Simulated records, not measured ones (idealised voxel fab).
Documented hereafter: the process module known as voxel self aligned vias.
In the cross-section labelled cut, the width is 300 nm and each square cell is 5 nm.
Cross-section, as written here: a square-cell grid given band by band from the top down, where a band holds one or more rows of cells.
Heights first: top, then bottom, in nm. Then materials, left to right, each with a width in nm. "full width" on a single material: fills the band edge to edge. "air": empty space.
All heights in this document are referenced to 0, defined as the level beneath which the wafer, as received, consists entirely of one material. The lowest band is not bounded below; it extends indefinitely downward and is written in the form "z 0 and below".
When a width is written as two numbers, as in "30 to 40", the first number is the width in the top row of cells of the band and the second is the width in its bottom row, and the width changes by the same amount from each row to the next.
Take "everything unchanged" at face value: in the step it is given for, the cross-section changed in none of its cells.
Empty spaces counting at least 8 cells and having no open way to the top are listed in "Enclosed cavity list". The notation width x height at distance is used for each, the distance being from the left edge and all three values in nm.
Post-settings text on a step line: simulator's own remark regarding the step.
overlay nm: step with mask; distance mask lay right of planned place; negative value = left of planned place.
Everything after this point is organized in pairs: a cross-section before one process step, a cross-section after it that shows only as deep as the lowest changed band, and, under the pair, the intervening step with its settings. Because different runs of this module on the same starting wafer can supply different pairs, a pair continues from the pair above it only if its entry headed "Cross-section, before" says so.
## Cross-section, before
> z 85 to 75 | Cu full width
> z 75 to 70 | TiN: 80  Cu: 20  TiN: 40  Cu: 20  TiN: 40  Cu: 20  TiN: 80
> z 70 to 50 | lowk: 75  TiN: 5  Cu: 20  TiN: 5  lowk: 30  TiN: 5  Cu: 20  TiN: 5  lowk: 30  TiN: 5  Cu: 20  TiN: 5  lowk: 75
> z 50 to 45 | SiN: 75  TiN: 30  SiN: 30  TiN: 30  SiN: 30  TiN: 30  SiN: 75
> z 45 to 40 | SiN full width
> z 40 to 35 | lowk: 80  SiN: 20  lowk: 40  SiN: 20  lowk: 40  SiN: 20  lowk: 80
> z 35 to 25 | lowk: 80  TiN: 5  Ru: 10  TiN: 5  lowk: 40  TiN: 5  Ru: 10  TiN: 5  lowk: 40  TiN: 5  Ru: 10  TiN: 5  lowk: 80
> z 25 to 20 | lowk: 80  TiN: 20  lowk: 40  TiN: 20  lowk: 40  TiN: 20  lowk: 80
> z 20 to 15 | SiCN full width
> z 15 to 0 | SiO2 full width
> z 0 and below | Si full width
> Enclosed cavity list: none
## Cross-Section After Step
> z 70 to 50 | lowk: 75  TiN: 5  Cu: 20  TiN: 5  lowk: 30  TiN: 5  Cu: 20  TiN: 5  lowk: 30  TiN: 5  Cu: 20  TiN: 5  lowk: 75
> At heights below 50, the structure remains unaltered.
> Enclosed cavity list: none
The process step separating the two cross-sections depicted above is as follows: CMP | height nm 70
Cross-section, before: we pick up right where the pair above leaves off, with its after cross-section.
## Cross-Section After Step
> z 75 to 70 | SiN full width
> At heights below 70, the structure remains unaltered.
> Enclosed cavity list: none
The process step separating the two cross-sections depicted above is as follows: CONFORMAL_DEP | material SiN | thk nm 5
## Cross-section, before
> z 50 to 20 | lowk full width
> z 20 to 15 | SiCN full width
> z 15 to 0 | SiO2 full width
> z 0 and below | Si full width
> Enclosed cavity list: none
## Cross-Section After Step
> z 50 to 20 | lowk: 85  air: 15  lowk: 45  air: 15  lowk: 45  air: 15  lowk: 80
> At heights below 20, the structure remains unaltered.
> Enclosed cavity list: none
The process step separating the two cross-sections depicted above is as follows: MASKED_ETCH | tone open | mask id LINES | width nm 15 | pitch nm 60 | etch materials lowk | depth nm 30 | overlay nm 0
Cross-section, before: we pick up right where the pair above leaves off, with its after cross-section.
## Cross-Section After Step
> z 55 to 50 | TiN: 90  air: 5  TiN: 55  air: 5  TiN: 55  air: 5  TiN: 85
> z 50 to 25 | lowk: 85  TiN: 5  air: 5  TiN: 5  lowk: 45  TiN: 5  air: 5  TiN: 5  lowk: 45  TiN: 5  air: 5  TiN: 5  lowk: 80
> z 25 to 20 | lowk: 85  TiN: 15  lowk: 45  TiN: 15  lowk: 45  TiN: 15  lowk: 80
> At heights below 20, the structure remains unaltered.
> Enclosed cavity list: none
The process step separating the two cross-sections depicted above is as follows: CONFORMAL_DEP | material TiN | thk nm 5
Cross-section, before: we pick up right where the pair above leaves off, with its after cross-section.
## Cross-Section After Step
> z 65 to 55 | Ru full width
> z 55 to 50 | TiN: 90  Ru: 5  TiN: 55  Ru: 5  TiN: 55  Ru: 5  TiN: 85
> z 50 to 25 | lowk: 85  TiN: 5  Ru: 5  TiN: 5  lowk: 45  TiN: 5  Ru: 5  TiN: 5  lowk: 45  TiN: 5  Ru: 5  TiN: 5  lowk: 80
> At heights below 25, the structure remains unaltered.
> Enclosed cavity list: none
The process step separating the two cross-sections depicted above is as follows: FILL_DEP | material Ru | thk nm 10
Cross-section, before: we pick up right where the pair above leaves off, with its after cross-section.
## Cross-Section After Step
> z 50 to 25 | lowk: 85  TiN: 5  Ru: 5  TiN: 5  lowk: 45  TiN: 5  Ru: 5  TiN: 5  lowk: 45  TiN: 5  Ru: 5  TiN: 5  lowk: 80
> At heights below 25, the structure remains unaltered.
> Enclosed cavity list: none
The process step separating the two cross-sections depicted above is as follows: CMP | height nm 50
Cross-section, before: we pick up right where the pair above leaves off, with its after cross-section.
## Cross-Section After Step
> z 50 to 45 | lowk: 85  air: 15  lowk: 45  air: 15  lowk: 45  air: 15  lowk: 80
> At heights below 45, the structure remains unaltered.
> Enclosed cavity list: none
The process step separating the two cross-sections depicted above is as follows: SELECTIVE_ETCH | etch materials W Ru TiN | depth nm 5
Cross-section, before: we pick up right where the pair above leaves off, with its after cross-section.
## Cross-Section After Step
> z 60 to 50 | SiN full width
> z 50 to 45 | lowk: 85  SiN: 15  lowk: 45  SiN: 15  lowk: 45  SiN: 15  lowk: 80
> At heights below 45, the structure remains unaltered.
> Enclosed cavity list: none
The process step separating the two cross-sections depicted above is as follows: FILL_DEP | material SiN | thk nm 10
Cross-section, before: we pick up right where the pair above leaves off, with its after cross-section.
## Cross-Section After Step
> z 50 to 45 | lowk: 85  SiN: 15  lowk: 45  SiN: 15  lowk: 45  SiN: 15  lowk: 80
> At heights below 45, the structure remains unaltered.
> Enclosed cavity list: none
The process step separating the two cross-sections depicted above is as follows: CMP | height nm 50
Cross-section, before: we pick up right where the pair above leaves off, with its after cross-section.
## Cross-Section After Step
> z 70 to 50 | lowk full width
> At heights below 50, the structure remains unaltered.
> Enclosed cavity list: none
The process step separating the two cross-sections depicted above is as follows: DIRECTIONAL_DEP | material lowk | thk nm 20
Cross-section, before: we pick up right where the pair above leaves off, with its after cross-section.
## Cross-Section After Step
> z 70 to 50 | lowk: 75  air: 30  lowk: 30  air: 30  lowk: 30  air: 30  lowk: 75
> At heights below 50, the structure remains unaltered.
> Enclosed cavity list: none
The process step separating the two cross-sections depicted above is as follows: MASKED_ETCH | tone open | mask id VIAS | width nm 30 | pitch nm 60 | etch materials lowk | depth nm 20 | overlay nm 0
Cross-section, before: we pick up right where the pair above leaves off, with its after cross-section.
## Cross-Section After Step
> z 70 to 50 | lowk: 75  air: 30  lowk: 30  air: 30  lowk: 30  air: 30  lowk: 75
> z 50 to 45 | lowk: 85  air: 15  lowk: 45  air: 15  lowk: 45  air: 15  lowk: 80
> At heights below 45, the structure remains unaltered.
> Enclosed cavity list: none
The process step separating the two cross-sections depicted above is as follows: MASKED_ETCH | tone open | mask id VIAS | width nm 30 | pitch nm 60 | etch materials SiN | depth nm 5 | overlay nm 0
Cross-section, before: we pick up right where the pair above leaves off, with its after cross-section.
## Cross-Section After Step
> z 75 to 70 | TiN: 80  air: 20  TiN: 40  air: 20  TiN: 40  air: 20  TiN: 80
> z 70 to 55 | lowk: 75  TiN: 5  air: 20  TiN: 5  lowk: 30  TiN: 5  air: 20  TiN: 5  lowk: 30  TiN: 5  air: 20  TiN: 5  lowk: 75
> z 55 to 50 | lowk: 75  TiN: 15  air: 5  TiN: 10  lowk: 30  TiN: 15  air: 5  TiN: 10  lowk: 30  TiN: 15  air: 5  TiN: 10  lowk: 75
> z 50 to 45 | lowk: 85  TiN: 15  lowk: 45  TiN: 15  lowk: 45  TiN: 15  lowk: 80
> At heights below 45, the structure remains unaltered.
> Enclosed cavity list: none
The process step separating the two cross-sections depicted above is as follows: CONFORMAL_DEP | material TiN | thk nm 5
Cross-section, before: we pick up right where the pair above leaves off, with its after cross-section.
## Cross-Section After Step
> z 85 to 75 | Cu full width
> z 75 to 70 | TiN: 80  Cu: 20  TiN: 40  Cu: 20  TiN: 40  Cu: 20  TiN: 80
> z 70 to 55 | lowk: 75  TiN: 5  Cu: 20  TiN: 5  lowk: 30  TiN: 5  Cu: 20  TiN: 5  lowk: 30  TiN: 5  Cu: 20  TiN: 5  lowk: 75
> z 55 to 50 | lowk: 75  TiN: 15  Cu: 5  TiN: 10  lowk: 30  TiN: 15  Cu: 5  TiN: 10  lowk: 30  TiN: 15  Cu: 5  TiN: 10  lowk: 75
> At heights below 50, the structure remains unaltered.
> Enclosed cavity list: none
The process step separating the two cross-sections depicted above is as follows: FILL_DEP | material Cu | thk nm 10
Cross-section, before: we pick up right where the pair above leaves off, with its after cross-section.
## Cross-Section After Step
> z 70 to 55 | lowk: 75  TiN: 5  Cu: 20  TiN: 5  lowk: 30  TiN: 5  Cu: 20  TiN: 5  lowk: 30  TiN: 5  Cu: 20  TiN: 5  lowk: 75
> At heights below 55, the structure remains unaltered.
> Enclosed cavity list: none
The process step separating the two cross-sections depicted above is as follows: CMP | height nm 70
Cross-section, before: we pick up right where the pair above leaves off, with its after cross-section.
## Cross-Section After Step
> z 75 to 70 | SiN full width
> At heights below 70, the structure remains unaltered.
> Enclosed cavity list: none
The process step separating the two cross-sections depicted above is as follows: CONFORMAL_DEP | material SiN | thk nm 5
## Cross-section, before
> z 70 to 50 | lowk full width
> z 50 to 45 | lowk: 80  SiN: 20  lowk: 40  SiN: 20  lowk: 40  SiN: 20  lowk: 80
> z 45 to 25 | lowk: 80  TiN: 5  Ru: 10  TiN: 5  lowk: 40  TiN: 5  Ru: 10  TiN: 5  lowk: 40  TiN: 5  Ru: 10  TiN: 5  lowk: 80
> z 25 to 20 | lowk: 80  TiN: 20  lowk: 40  TiN: 20  lowk: 40  TiN: 20  lowk: 80
> z 20 to 15 | SiCN full width
> z 15 to 0 | SiO2 full width
> z 0 and below | Si full width
> Enclosed cavity list: none
## Cross-Section After Step
> z 70 to 50 | lowk: 85  air: 30  lowk: 30  air: 30  lowk: 30  air: 30  lowk: 65
> At heights below 50, the structure remains unaltered.
> Enclosed cavity list: none
The process step separating the two cross-sections depicted above is as follows: MASKED_ETCH | tone open | mask id VIAS | width nm 30 | pitch nm 60 | etch materials lowk | depth nm 20 | overlay nm 10
Cross-section, before: we pick up right where the pair above leaves off, with its after cross-section.
## Cross-Section After Step
> z 70 to 50 | lowk: 85  air: 30  lowk: 30  air: 30  lowk: 30  air: 30  lowk: 65
> z 50 to 45 | lowk: 80  SiN: 5  air: 15  lowk: 40  SiN: 5  air: 15  lowk: 40  SiN: 5  air: 15  lowk: 80
> At heights below 45, the structure remains unaltered.
> Enclosed cavity list: none
The process step separating the two cross-sections depicted above is as follows: MASKED_ETCH | tone open | mask id VIAS | width nm 30 | pitch nm 60 | etch materials SiN | depth nm 5 | overlay nm 0
Cross-section, before: we pick up right where the pair above leaves off, with its after cross-section.
## Cross-Section After Step
> z 75 to 70 | TiN: 90  air: 20  TiN: 40  air: 20  TiN: 40  air: 20  TiN: 70
> z 70 to 55 | lowk: 85  TiN: 5  air: 20  TiN: 5  lowk: 30  TiN: 5  air: 20  TiN: 5  lowk: 30  TiN: 5  air: 20  TiN: 5  lowk: 65
> z 55 to 50 | lowk: 85  TiN: 5  air: 5  TiN: 20  lowk: 30  TiN: 5  air: 5  TiN: 20  lowk: 30  TiN: 5  air: 5  TiN: 20  lowk: 65
> z 50 to 45 | lowk: 80  SiN: 5  TiN: 15  lowk: 40  SiN: 5  TiN: 15  lowk: 40  SiN: 5  TiN: 15  lowk: 80
> At heights below 45, the structure remains unaltered.
> Enclosed cavity list: none
The process step separating the two cross-sections depicted above is as follows: CONFORMAL_DEP | material TiN | thk nm 5
Cross-section, before: we pick up right where the pair above leaves off, with its after cross-section.
## Cross-Section After Step
> z 85 to 75 | Cu full width
> z 75 to 70 | TiN: 90  Cu: 20  TiN: 40  Cu: 20  TiN: 40  Cu: 20  TiN: 70
> z 70 to 55 | lowk: 85  TiN: 5  Cu: 20  TiN: 5  lowk: 30  TiN: 5  Cu: 20  TiN: 5  lowk: 30  TiN: 5  Cu: 20  TiN: 5  lowk: 65
> z 55 to 50 | lowk: 85  TiN: 5  Cu: 5  TiN: 20  lowk: 30  TiN: 5  Cu: 5  TiN: 20  lowk: 30  TiN: 5  Cu: 5  TiN: 20  lowk: 65
> At heights below 50, the structure remains unaltered.
> Enclosed cavity list: none
The process step separating the two cross-sections depicted above is as follows: FILL_DEP | material Cu | thk nm 10
Cross-section, before: we pick up right where the pair above leaves off, with its after cross-section.
## Cross-Section After Step
> z 70 to 55 | lowk: 85  TiN: 5  Cu: 20  TiN: 5  lowk: 30  TiN: 5  Cu: 20  TiN: 5  lowk: 30  TiN: 5  Cu: 20  TiN: 5  lowk: 65
> At heights below 55, the structure remains unaltered.
> Enclosed cavity list: none
The process step separating the two cross-sections depicted above is as follows: CMP | height nm 70
Cross-section, before: we pick up right where the pair above leaves off, with its after cross-section.
## Cross-Section After Step
> z 75 to 70 | SiN full width
> At heights below 70, the structure remains unaltered.
> Enclosed cavity list: none
The process step separating the two cross-sections depicted above is as follows: CONFORMAL_DEP | material SiN | thk nm 5
## Cross-section, before
> z 20 to 15 | SiCN full width
> z 15 to 0 | SiO2 full width
> z 0 and below | Si full width
> Enclosed cavity list: none
## Cross-Section After Step
> z 50 to 20 | SiO2 full width
> At heights below 20, the structure remains unaltered.
> Enclosed cavity list: none
The process step separating the two cross-sections depicted above is as follows: DIRECTIONAL_DEP | material SiO2 | thk nm 30
Cross-section, before: we pick up right where the pair above leaves off, with its after cross-section.
## Cross-Section After Step
> z 55 to 50 | TiN full width
> At heights below 50, the structure remains unaltered.
> Enclosed cavity list: none
The process step separating the two cross-sections depicted above is as follows: CONFORMAL_DEP | material TiN | thk nm 5
Cross-section, before: we pick up right where the pair above leaves off, with its after cross-section.
## Cross-Section After Step
> z 65 to 55 | Ru full width
> At heights below 55, the structure remains unaltered.
> Enclosed cavity list: none
The process step separating the two cross-sections depicted above is as follows: FILL_DEP | material Ru | thk nm 10
Cross-section, before: we pick up right where the pair above leaves off, with its after cross-section.
## Cross-Section After Step
> z 50 to 20 | SiO2 full width
> At heights below 20, the structure remains unaltered.
> Enclosed cavity list: none
The process step separating the two cross-sections depicted above is as follows: CMP | height nm 50
Cross-section, before: we pick up right where the pair above leaves off, with its after cross-section.
## Cross-Section After Step
> z 60 to 50 | SiN full width
> At heights below 50, the structure remains unaltered.
> Enclosed cavity list: none
The process step separating the two cross-sections depicted above is as follows: FILL_DEP | material SiN | thk nm 10
Cross-section, before: we pick up right where the pair above leaves off, with its after cross-section.
## Cross-Section After Step
> z 50 to 20 | SiO2 full width
> At heights below 20, the structure remains unaltered.
> Enclosed cavity list: none
The process step separating the two cross-sections depicted above is as follows: CMP | height nm 50
Cross-section, before: we pick up right where the pair above leaves off, with its after cross-section.
## Cross-Section After Step
> z 70 to 50 | lowk full width
> At heights below 50, the structure remains unaltered.
> Enclosed cavity list: none
The process step separating the two cross-sections depicted above is as follows: DIRECTIONAL_DEP | material lowk | thk nm 20
Cross-section, before: we pick up right where the pair above leaves off, with its after cross-section.
## Cross-Section After Step
> z 70 to 50 | lowk: 75  air: 30  lowk: 30  air: 30  lowk: 30  air: 30  lowk: 75
> At heights below 50, the structure remains unaltered.
> Enclosed cavity list: none
The process step separating the two cross-sections depicted above is as follows: MASKED_ETCH | tone open | mask id VIAS | width nm 30 | pitch nm 60 | etch materials lowk | depth nm 20 | overlay nm 0
Cross-section, before: we pick up right where the pair above leaves off, with its after cross-section.
## Cross-Section After Step
> z 75 to 70 | TiN: 80  air: 20  TiN: 40  air: 20  TiN: 40  air: 20  TiN: 80
> z 70 to 55 | lowk: 75  TiN: 5  air: 20  TiN: 5  lowk: 30  TiN: 5  air: 20  TiN: 5  lowk: 30  TiN: 5  air: 20  TiN: 5  lowk: 75
> z 55 to 50 | lowk: 75  TiN: 30  lowk: 30  TiN: 30  lowk: 30  TiN: 30  lowk: 75
> At heights below 50, the structure remains unaltered.
> Enclosed cavity list: none
The process step separating the two cross-sections depicted above is as follows: CONFORMAL_DEP | material TiN | thk nm 5
Cross-section, before: we pick up right where the pair above leaves off, with its after cross-section.
## Cross-Section After Step
> z 85 to 75 | Cu full width
> z 75 to 70 | TiN: 80  Cu: 20  TiN: 40  Cu: 20  TiN: 40  Cu: 20  TiN: 80
> z 70 to 55 | lowk: 75  TiN: 5  Cu: 20  TiN: 5  lowk: 30  TiN: 5  Cu: 20  TiN: 5  lowk: 30  TiN: 5  Cu: 20  TiN: 5  lowk: 75
> At heights below 55, the structure remains unaltered.
> Enclosed cavity list: none
The process step separating the two cross-sections depicted above is as follows: FILL_DEP | material Cu | thk nm 10
Cross-section, before: we pick up right where the pair above leaves off, with its after cross-section.
## Cross-Section After Step
> z 70 to 55 | lowk: 75  TiN: 5  Cu: 20  TiN: 5  lowk: 30  TiN: 5  Cu: 20  TiN: 5  lowk: 30  TiN: 5  Cu: 20  TiN: 5  lowk: 75
> At heights below 55, the structure remains unaltered.
> Enclosed cavity list: none
The process step separating the two cross-sections depicted above is as follows: CMP | height nm 70
Cross-section, before: we pick up right where the pair above leaves off, with its after cross-section.
## Cross-Section After Step
> z 75 to 70 | SiN full width
> At heights below 70, the structure remains unaltered.
> Enclosed cavity list: none
The process step separating the two cross-sections depicted above is as follows: CONFORMAL_DEP | material SiN | thk nm 5
## Cross-section, before
> z 70 to 50 | lowk full width
> z 50 to 45 | lowk: 80  SiN: 20  lowk: 40  SiN: 20  lowk: 40  SiN: 20  lowk: 80
> z 45 to 25 | lowk: 80  TiN: 5  Ru: 10  TiN: 5  lowk: 40  TiN: 5  Ru: 10  TiN: 5  lowk: 40  TiN: 5  Ru: 10  TiN: 5  lowk: 80
> z 25 to 20 | lowk: 80  TiN: 20  lowk: 40  TiN: 20  lowk: 40  TiN: 20  lowk: 80
> z 20 to 15 | SiCN full width
> z 15 to 0 | SiO2 full width
> z 0 and below | Si full width
> Enclosed cavity list: none
## Cross-Section After Step
> z 70 to 50 | air: 75  lowk: 30  air: 30  lowk: 30  air: 30  lowk: 30  air: 75
> At heights below 50, the structure remains unaltered.
> Enclosed cavity list: none
The process step separating the two cross-sections depicted above is as follows: MASKED_ETCH | tone cover | mask id VIAS | width nm 30 | pitch nm 60 | etch materials lowk | depth nm 20 | overlay nm 0
Cross-section, before: we pick up right where the pair above leaves off, with its after cross-section.
## Cross-Section After Step
> z 75 to 70 | air: 70  TiN: 40  air: 20  TiN: 40  air: 20  TiN: 40  air: 70
> z 70 to 55 | air: 70  TiN: 5  lowk: 30  TiN: 5  air: 20  TiN: 5  lowk: 30  TiN: 5  air: 20  TiN: 5  lowk: 30  TiN: 5  air: 70
> z 55 to 50 | TiN: 75  lowk: 30  TiN: 30  lowk: 30  TiN: 30  lowk: 30  TiN: 75
> At heights below 50, the structure remains unaltered.
> Enclosed cavity list: none
The process step separating the two cross-sections depicted above is as follows: CONFORMAL_DEP | material TiN | thk nm 5
Cross-section, before: we pick up right where the pair above leaves off, with its after cross-section.
## Cross-Section After Step
> z 85 to 75 | Cu full width
> z 75 to 70 | Cu: 70  TiN: 40  Cu: 20  TiN: 40  Cu: 20  TiN: 40  Cu: 70
> z 70 to 55 | Cu: 70  TiN: 5  lowk: 30  TiN: 5  Cu: 20  TiN: 5  lowk: 30  TiN: 5  Cu: 20  TiN: 5  lowk: 30  TiN: 5  Cu: 70
> At heights below 55, the structure remains unaltered.
> Enclosed cavity list: none
The process step separating the two cross-sections depicted above is as follows: FILL_DEP | material Cu | thk nm 10
Cross-section, before: we pick up right where the pair above leaves off, with its after cross-section.
## Cross-Section After Step
> z 70 to 55 | Cu: 70  TiN: 5  lowk: 30  TiN: 5  Cu: 20  TiN: 5  lowk: 30  TiN: 5  Cu: 20  TiN: 5  lowk: 30  TiN: 5  Cu: 70
> At heights below 55, the structure remains unaltered.
> Enclosed cavity list: none
The process step separating the two cross-sections depicted above is as follows: CMP | height nm 70
Cross-section, before: we pick up right where the pair above leaves off, with its after cross-section.
## Cross-Section After Step
> z 75 to 70 | SiN full width
> At heights below 70, the structure remains unaltered.
> Enclosed cavity list: none
The process step separating the two cross-sections depicted above is as follows: CONFORMAL_DEP | material SiN | thk nm 5
